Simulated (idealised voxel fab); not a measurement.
voxel lift off: a process module
FYI the section here is cut, 145 nm wide, cells are 5 nm squares.
In this document a cross-section is written as a grid of square cells. It is given as a series of bands, listed from the top down, and a band is one or more rows of cells.
This entry defines a band. It first specifies the height of the band's top and the height of its bottom in nm, and then specifies the band's materials from left to right, stating each material with its width in nm. The word "all across" identifies a single material that fills the band from edge to edge, while the word "blank" identifies empty space.
Height datum 0, below which the as-received substrate wafer is one material. Lowest band open at the bottom, running downward: "0 nm and below".
When a width is written as two numbers, as in "30..40", the first number is the width in the top row of cells of the band and the second is the width in its bottom row, and the width changes by the same amount from each row to the next.
Take "no modification" at face value: in the step it is given for, the cross-section changed in none of its cells.
"Enclosed void list" lists enclosed empty spaces (at least 8 cells, no open path upward to the top), each as width x height at distance from the left edge, in nm.
What comes after the settings on a step's line is commentary from the simulator itself on that step.
Steps that use a mask can have "overlay nm" on their line. It says how far the mask sat to the right of where it was meant to be. Negative means to the left.
### Process steps foreseen in the plan
1) RECEIVE,material Si
2) CONFORMAL_DEP,material SiN,thk nm 15
3) PATTERN,tone open,mask id LINES,material resist,width nm 15,pitch nm 30,thk nm 25,overlay nm 0
4) DIRECTIONAL_DEP,material Ru,thk nm 10
5) STRIP,etch materials resist
6) CONFORMAL_DEP,material SiO2,thk nm 10
### Delivered wafer in cross-section: state after step 1
    0 nm and below  Si all across
    Enclosed void list: none
### Final cross-section, module run with one mistake (start and plan as above)
    50 nm to 40 nm  10 of blank | 125 of SiO2 | 10 of blank
    40 nm to 30 nm  20 of SiO2 | 15 of Ru | 15 of SiO2 | 15 of Ru | 15 of SiO2 | 15 of Ru | 15 of SiO2 | 15 of Ru | 20 of SiO2
    30 nm to 0 nm  SiN all across
    0 nm and below  Si all across
    Enclosed void list: none
Misprocessing identified: step 2 in the plan was executed twice
